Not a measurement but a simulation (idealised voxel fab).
You're looking at the process module voxel transistor to metal.
cross-section cut | 155 nm wide | cells 5 nm
In what follows, cross-sections appear as grids of square cells, described through bands that run from the top down, where every band is one or more rows of cells.
Band: top and bottom heights (nm) first, top before bottom; then materials from left to right, widths in nm. "all across" marks a sole material filling the band edge to edge. "empty" denotes empty space.
Measure heights from 0. That's the level where, below it, the as-received wafer is all one material. The lowest band is bottomless and extends downward; write it as in "0 -> down".
It should be noted that a width expressed as "30->40" varies in equal increments from row to row of cells within the band, taking the value of the first number at the top row and that of the second number at the bottom row.
Take "identical to before" at face value: in the step it is given for, the cross-section changed in none of its cells.
Any empty space of 8 cells or more lacking an open way to the top shows up in "Fully sealed voids" as width x height at distance, distance from the left edge, in nm.
Heads up: the bit after the settings on a step's line is the simulator's remark on that step.
overlay nm, on a step with a mask: how far to the right of its planned place the mask lay; to the left if negative
Process steps foreseen in the plan:
1,RECEIVE,material Si
2,OXIDIZE,depth nm 5
3,CONFORMAL_DEP,material SiN,thk nm 15
4,MASKED_ETCH,tone cover,mask id ACTIVE,width nm 105,etch materials SiN,depth nm 15,overlay nm 0
5,MASKED_ETCH,tone cover,mask id ACTIVE,width nm 105,etch materials SiO2,depth nm 5,overlay nm 0
6,MASKED_ETCH,tone cover,mask id ACTIVE,width nm 105,etch materials Si,depth nm 35,overlay nm 0
7,OXIDIZE,depth nm 5
8,FILL_DEP,material SiO2,thk nm 10
9,CMP,height nm 15
10,SELECTIVE_ETCH,etch materials SiO2,depth nm 10
11,STRIP,etch materials SiN
12,SELECTIVE_ETCH,etch materials SiO2,depth nm 5
13,OXIDIZE,depth nm 5
14,DIRECTIONAL_DEP,material polySi,thk nm 25
15,DIRECTIONAL_DEP,material SiCN,thk nm 15
16,DIRECTIONAL_DEP,material aC,thk nm 10
17,PATTERN,tone cover,mask id GATE,material resist,width nm 15,thk nm 25,overlay nm 0
18,DIRECTIONAL_ETCH,etch materials aC,depth nm 10
19,STRIP,etch materials resist
20,DIRECTIONAL_ETCH,etch materials SiCN,depth nm 25
21,DIRECTIONAL_ETCH,etch materials polySi,depth nm 35
22,STRIP,etch materials aC
23,CONFORMAL_DEP,material SiO2,thk nm 5
24,DIRECTIONAL_ETCH,etch materials SiO2,depth nm 5
25,CONFORMAL_DEP,material SiN,thk nm 10
26,DIRECTIONAL_ETCH,etch materials SiN,depth nm 10
27,DIRECTIONAL_ETCH,etch materials SiO2,depth nm 5
28,DIRECTIONAL_ETCH,etch materials Si,depth nm 5
29,EPI,material pSi,thk nm 10
30,FILL_DEP,material SiO2,thk nm 5
31,CMP,height nm 35
32,DIRECTIONAL_DEP,material SiO2,thk nm 15
33,PATTERN,tone open,mask id CONTACT,material resist,width nm 20,pitch nm 65,thk nm 20,overlay nm 0
34,DIRECTIONAL_ETCH,etch materials SiO2,depth nm 50
35,STRIP,etch materials resist
36,CONFORMAL_DEP,material TiN,thk nm 5
37,FILL_DEP,material W,thk nm 5
38,CMP,height nm 50
39,CONFORMAL_DEP,material SiCN,thk nm 5
40,DIRECTIONAL_DEP,material SiO2,thk nm 25
41,PATTERN,tone open,mask id METAL_1,material resist,width nm 20,pitch nm 65,thk nm 15,overlay nm 0
42,DIRECTIONAL_ETCH,etch materials SiO2,depth nm 25
43,DIRECTIONAL_ETCH,etch materials SiCN,depth nm 5
44,STRIP,etch materials resist
45,CONFORMAL_DEP,material TiN,thk nm 5
46,FILL_DEP,material W,thk nm 5
47,CMP,height nm 80
48,EPI,material Ru,thk nm 5
49,FILL_DEP,material SiCN,thk nm 5
varied across the wafers: thk nm of step 49. The plan shows the first wafer's value. All wafers start alike
Received condition of the first of several wafers, sectioned: post-step 1:
> 0 -> down | Si all across
> Fully sealed voids: none
Basically each wafer gets a line in the table, showing it at the end of the module: material by material, the cells it gained (+) or lost (-) since we got it, then its closed voids:
thk nm 5 | +12 Ru | -154 Si | +82 SiCN | +36 SiN | +415 SiO2 | +72 TiN | +56 W | +24 pSi | +15 polySi | Fully sealed voids: none
thk nm 10 | +12 Ru | -154 Si | +113 SiCN | +36 SiN | +415 SiO2 | +72 TiN | +56 W | +24 pSi | +15 polySi | Fully sealed voids: none
thk nm 15 | +12 Ru | -154 Si | +144 SiCN | +36 SiN | +415 SiO2 | +72 TiN | +56 W | +24 pSi | +15 polySi | Fully sealed voids: none
thk nm 20 | +12 Ru | -154 Si | +175 SiCN | +36 SiN | +415 SiO2 | +72 TiN | +56 W | +24 pSi | +15 polySi | Fully sealed voids: none
